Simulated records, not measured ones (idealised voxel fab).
voxel double patterning: a process module
The cross-section on display is named cut; it measures 190 nm wide, and its cells are 5 nm squares.
In what follows, cross-sections appear as grids of square cells, described through bands that run from the top down, where every band is one or more rows of cells. Quick guide to a band line: top height, bottom height (nm) up front; then every material left to right with its width in nm. Only one material and it's marked "throughout"? Then it fills the band edge to edge. And "blank" just means empty space. Height 0 is the level under which the wafer as received is all one material. The lowest band goes on downwards, as in "from 0 down". Note: "30->40" means the width goes from the first number (top row of the band) to the second number (bottom row) in equal steps per row of cells. A step reported as "no modification" is a step in which no cell of the cross-section changed. Closed cavities: empty space of 8 cells or more with no open way to the top, each as width x height at its distance from the left edge, in nm. after a step's settings: what the simulator itself notes on the step. For masked steps, "overlay nm" on the step line gives how far right of plan the mask actually lay; a minus sign means it lay to the left.

This section lists the process steps that were planned:
1: op RECEIVE | material Si
2: op CONFORMAL_DEP | material SiO2 | thk nm 5
3: op DIRECTIONAL_DEP | material W | thk nm 15
4: op DIRECTIONAL_DEP | material SiN | thk nm 10
5: op MASKED_ETCH | tone open | mask id FIRST | width nm 15 | pitch nm 50 | etch materials SiN | depth nm 10 | overlay nm 0
6: op PATTERN | tone open | mask id SECOND | material resist | width nm 15 | thk nm 20 | overlay nm 0
7: op DIRECTIONAL_ETCH | etch materials SiN | depth nm 10
8: op STRIP | etch materials resist
9: op DIRECTIONAL_ETCH | etch materials W | depth nm 15
10: op STRIP | etch materials SiN

Incoming wafer in cross-section (state: after step 1):
- from 0 down | Si throughout
- Closed cavities: none

Run as planned - first of the two wafers cross-sectioned at the end of the module:
- from 20 to 5 | W 60 nm / blank 15 nm / W 10 nm / blank 15 nm / W 10 nm / blank 15 nm / W 65 nm
- from 5 to 0 | SiO2 throughout
- from 0 down | Si throughout
- Closed cavities: none

Cross-sectional view of the second of two wafers upon completion of the module. This wafer shared its starting condition and process plan with the first; one error was made during its execution:
- from 20 to 15 | SiO2 throughout
- from 15 to 0 | W throughout
- from 0 down | Si throughout
- Closed cavities: none
Deviation from plan: the executed order of steps 2 and 3 is the reverse of that specified in the plan, each step having taken the other's position
Final wafer comparison in cells, second versus first, more or fewer per material: W: 27 more
